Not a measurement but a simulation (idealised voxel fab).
Process module, titled voxel trench capacitor
The cross-section on display is named cut; it measures 250 nm wide, and its cells are 5 nm squares.
Each cross-section below is a grid of square cells, stated as bands in top-down order, with one or more rows of cells making up each band.
Quick guide to a band line: top height, bottom height (nm) up front; then every material left to right with its width in nm. Only one material and it's marked "edge to edge"? Then it fills the band edge to edge. And "air" just means empty space.
The level at which height equals 0 is the one under which the wafer, as it arrives, is entirely one material. No lower edge exists for the bottom band, which continues downward and is notated as in "0 and below".
A two-number width, for instance "30 to 40", indicates that the width is equal to the first number in the top row of the band and to the second number in the bottom row, and that it changes by a constant amount per row of cells.
Given "no alterations made" for a step, no cell of the cross-section differs between before and after that step.
You'll see "Sealed-off cavities" listing empty spaces that have no way open to the top, as long as they're 8 cells or more; the notation is width x height at distance, where the distance is from the left edge, and all of it is in nm.
It should be noted that, on the line of a given step, the content following the step's settings is a remark produced by the simulator itself with respect to that step.
"overlay nm" denotes, for a step that has a mask, the displacement of the mask to the right of its planned place, with negative values corresponding to the left.

THESE ARE THE STEPS WE PLANNED FOR THE PROCESS
1,RECEIVE: material Si
2,CONFORMAL_DEP: material SiN, thk nm 10
3,DIRECTIONAL_DEP: material aC, thk nm 10
4,PATTERN: tone open, mask id TRENCH, material resist, width nm 15, pitch nm 40, thk nm 25, overlay nm 0
5,DIRECTIONAL_ETCH: etch materials aC, depth nm 10
6,STRIP: etch materials resist
7,DIRECTIONAL_ETCH: etch materials SiN, depth nm 10
8,DIRECTIONAL_ETCH: etch materials Si, depth nm 40
9,STRIP: etch materials aC
10,CONFORMAL_DEP: material SiO2, thk nm 5
11,FILL_DEP: material polySi, thk nm 10
12,CMP: height nm 10

AS-RECEIVED STATE OF THE WAFER IN CROSS-SECTION, EQUIVALENT TO POST-STEP 1
* 0 and below  Si edge to edge
* Sealed-off cavities: none

POST-MODULE CROSS-SECTION: IDENTICAL START AND PLAN TO THOSE ABOVE, ONE MISSTEP IN EXECUTION
* 10 down to 0  70 nm SiN; 5 nm SiO2; 15 nm polySi; 5 nm SiO2; 15 nm SiN; 5 nm SiO2; 15 nm polySi; 5 nm SiO2; 15 nm SiN; 5 nm SiO2; 15 nm polySi; 5 nm SiO2; 75 nm SiN
* 0 down to -35  70 nm Si; 5 nm SiO2; 15 nm polySi; 5 nm SiO2; 15 nm Si; 5 nm SiO2; 15 nm polySi; 5 nm SiO2; 15 nm Si; 5 nm SiO2; 15 nm polySi; 5 nm SiO2; 75 nm Si
* -35 down to -40  70 nm Si; 25 nm SiO2; 15 nm Si; 25 nm SiO2; 15 nm Si; 25 nm SiO2; 75 nm Si
* -40 and below  Si edge to edge
* Sealed-off cavities: none
what went wrong: note that step 4 departed from the planned setting and was carried out as PATTERN: tone open, mask id TRENCH, material resist, width nm 25, pitch nm 40, thk nm 25, overlay nm 0
